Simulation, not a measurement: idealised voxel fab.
Title: Process Module voxel self aligned vias
The cross-section on display is named cut; it measures 275 nm wide, and its cells are 5 nm squares.
Notation: cross-section as square-cell grid; stated in bands, top first, going down; one or more cell rows per band.
For a band, the entry starts with two heights in nm, that of the top and then that of the bottom, and carries on with the band's materials in order from left to right, each alongside its width in nm; the word "edge to edge" beside a single material means it fills the band edge to edge, and "air" means empty space.
Height reference: 0 = level under which incoming wafer is all one material. Lowest band: no bottom, runs on downward, e.g. "0 nm and below".
Quick explanation for "30..40": the width changes in equal steps down the rows of cells, from the first number in the band's top row to the second number in its bottom row.
Reading "left unchanged" for a step: not a cell of the cross-section changed in it.
"Non-vented voids" specifies each empty space that is not open to the top and that occupies no fewer than 8 cells, using the form width x height at distance, the distance measured from the left edge and all three quantities in nm.
Formally, on a step line, whatever follows the settings is a remark that the simulator itself makes on the step.
If you see "overlay nm" on a step's line and that step has a mask, it's telling you how far right of where it was planned the mask ended up; a negative number means it went left instead.
Process steps - plan:
1: RECEIVE with material Si
2: CONFORMAL_DEP with material SiO2, thk nm 15
3: CONFORMAL_DEP with material SiCN, thk nm 5
4: DIRECTIONAL_DEP with material lowk, thk nm 20
5: PATTERN with tone open, mask id LINES, material resist, width nm 25, pitch nm 60, thk nm 15, overlay nm -15
6: DIRECTIONAL_ETCH with etch materials lowk, depth nm 20
7: STRIP with etch materials resist
8: CONFORMAL_DEP with material TiN, thk nm 5
9: FILL_DEP with material Ru, thk nm 5
10: CMP with height nm 40
11: SELECTIVE_ETCH with etch materials W Ru TiN, depth nm 10
12: FILL_DEP with material SiN, thk nm 5
13: CMP with height nm 40
14: DIRECTIONAL_DEP with material lowk, thk nm 15
15: PATTERN with tone open, mask id VIAS, material resist, width nm 35, pitch nm 60, thk nm 15, overlay nm 0
16: DIRECTIONAL_ETCH with etch materials lowk, depth nm 15
17: DIRECTIONAL_ETCH with etch materials SiN, depth nm 10
18: STRIP with etch materials resist
19: CONFORMAL_DEP with material TiN, thk nm 5
20: FILL_DEP with material Cu, thk nm 10
21: CMP with height nm 55
22: CONFORMAL_DEP with material SiCN, thk nm 5
Keep in mind the plan's value for the overlay nm of step 5 comes from the first wafer; the wafers don't share that setting, but they do share the same starting point.
First wafer of several, as received: cross-section after step 1:
    0 nm and below | Si edge to edge
    Non-vented voids: none
Here is how to read the rows: every wafer has a row, and it shows the wafer at the end of the module, giving for each material how many cells were gained (+) or lost (-) since the wafer was received, then listing its closed voids:
overlay nm -15; +24 Cu; +6 Ru; +110 SiCN; +8 SiN; +165 SiO2; +44 TiN; +303 lowk; Non-vented voids: none
overlay nm -10; +28 Cu; +6 Ru; +110 SiCN; +4 SiN; +165 SiO2; +44 TiN; +303 lowk; Non-vented voids: none
overlay nm -5; +32 Cu; +6 Ru; +110 SiCN; +165 SiO2; +44 TiN; +303 lowk; Non-vented voids: none
overlay nm 0; +32 Cu; +6 Ru; +110 SiCN; +165 SiO2; +44 TiN; +303 lowk; Non-vented voids: none
overlay nm 5; +32 Cu; +6 Ru; +110 SiCN; +165 SiO2; +44 TiN; +303 lowk; Non-vented voids: none
overlay nm 10; +28 Cu; +6 Ru; +110 SiCN; +4 SiN; +165 SiO2; +44 TiN; +303 lowk; Non-vented voids: none
overlay nm 15; +24 Cu; +6 Ru; +110 SiCN; +8 SiN; +165 SiO2; +44 TiN; +303 lowk; Non-vented voids: none
